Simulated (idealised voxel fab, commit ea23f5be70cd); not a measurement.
Name of the process module below: voxel capacitor over wiring
cross-section cut | 250 nm wide | cells 5 nm
A cross-section is written here as square cells arranged in a grid, and it is given in bands from the top down, each band taking up one or more rows of cells. First you get the band's top height and its bottom height, in nm, and then the materials it's made of, left to right, with each width in nm. If you see a single material with "throughout", that one covers the band edge to edge. "empty" is empty space. Height datum 0, below which the as-received substrate wafer is one material. Lowest band open at the bottom, running downward: "0..down". The notation "30->40" denotes a width that varies across the rows of cells in the band, beginning at the first number in the top row, finishing at the second number in the bottom row, and changing by an identical amount from each row to the next. Where the words "nothing altered" appear for a step, the cross-section shows no cell changed by that step; every cell remained as before. "Closed void table" means: voids of 8 cells or more that are shut off from the top with no open way through. Written width x height at distance, distance from the left edge, in nm. If you see something after the settings on a step's line, that's the simulator's own remark about that step. What "overlay nm" on a step's line means: if the step has a mask, that mask lay this far to the right of its planned place, or, when the value is negative, to the left.
Planned step list for the process
1) RECEIVE: material Si
2) CONFORMAL_DEP: material SiO2, thk nm 10
3) CONFORMAL_DEP: material SiN, thk nm 5
4) DIRECTIONAL_DEP: material lowk, thk nm 20
5) PATTERN: tone open, mask id METAL_1, material resist, width nm 20, pitch nm 90, thk nm 15, overlay nm 0
6) DIRECTIONAL_ETCH: etch materials lowk, depth nm 20
7) DIRECTIONAL_ETCH: etch materials SiN, depth nm 5
8) STRIP: etch materials resist
9) CONFORMAL_DEP: material TiN, thk nm 5
10) FILL_DEP: material Ru, thk nm 10
11) CMP: height nm 35
12) EPI: material Ru, thk nm 5
13) FILL_DEP: material SiCN, thk nm 5
14) DIRECTIONAL_DEP: material SiO2, thk nm 15
15) PATTERN: tone open, mask id PLUG_1, material resist, width nm 15, thk nm 15, overlay nm 0
16) DIRECTIONAL_ETCH: etch materials SiO2, depth nm 15
17) DIRECTIONAL_ETCH: etch materials SiCN, depth nm 5
18) STRIP: etch materials resist
19) EPI: material Ru, thk nm 10
20) EPI: material Ru, thk nm 10
21) DIRECTIONAL_DEP: material TiN, thk nm 10
22) DIRECTIONAL_DEP: material SiN, thk nm 5
23) DIRECTIONAL_DEP: material TiN, thk nm 10
24) PATTERN: tone cover, mask id UPPER_PLATE, material resist, width nm 75, thk nm 20, overlay nm -15
25) DIRECTIONAL_ETCH: etch materials TiN, depth nm 10
26) DIRECTIONAL_ETCH: etch materials SiN, depth nm 5
27) STRIP: etch materials resist
28) PATTERN: tone cover, mask id LOWER_PLATE, material resist, width nm 85, thk nm 15, overlay nm 0
29) DIRECTIONAL_ETCH: etch materials TiN, depth nm 10
30) STRIP: etch materials resist
31) FILL_DEP: material SiO2, thk nm 15
32) CMP: height nm 95
33) PATTERN: tone open, mask id PLUG_2, material resist, width nm 15, thk nm 15, overlay nm 0
34) DIRECTIONAL_ETCH: etch materials SiO2, depth nm 10
35) STRIP: etch materials resist
36) CONFORMAL_DEP: material TiN, thk nm 5
37) FILL_DEP: material Ru, thk nm 5
38) CMP: height nm 95
39) CONFORMAL_DEP: material SiN, thk nm 5
The wafers are alike at the start. At step 24, their overlay nm differs. The plan lists the first wafer's value.
Incoming state of the first of several wafers in cross-section: after step 1
> 0..down  Si throughout
> Closed void table: none
Below is a per-wafer table. In it, each row describes the wafer at the end of the module by giving, for each material, the number of cells gained (+) or lost (-) since the wafer was received, and after that the closed voids of the wafer
overlay nm -15 | +41 Ru | +85 SiCN | +107 SiN | +506 SiO2 | +93 TiN | +168 lowk | Closed void table: none
overlay nm -10 | +41 Ru | +85 SiCN | +107 SiN | +506 SiO2 | +93 TiN | +168 lowk | Closed void table: none
overlay nm -5 | +41 Ru | +85 SiCN | +107 SiN | +506 SiO2 | +93 TiN | +168 lowk | Closed void table: none
overlay nm 0 | +41 Ru | +85 SiCN | +107 SiN | +506 SiO2 | +93 TiN | +168 lowk | Closed void table: none
overlay nm 5 | +41 Ru | +85 SiCN | +107 SiN | +506 SiO2 | +93 TiN | +168 lowk | Closed void table: none
overlay nm 10 | +41 Ru | +85 SiCN | +107 SiN | +506 SiO2 | +93 TiN | +168 lowk | Closed void table: none
overlay nm 15 | +41 Ru | +85 SiCN | +107 SiN | +506 SiO2 | +93 TiN | +168 lowk | Closed void table: none
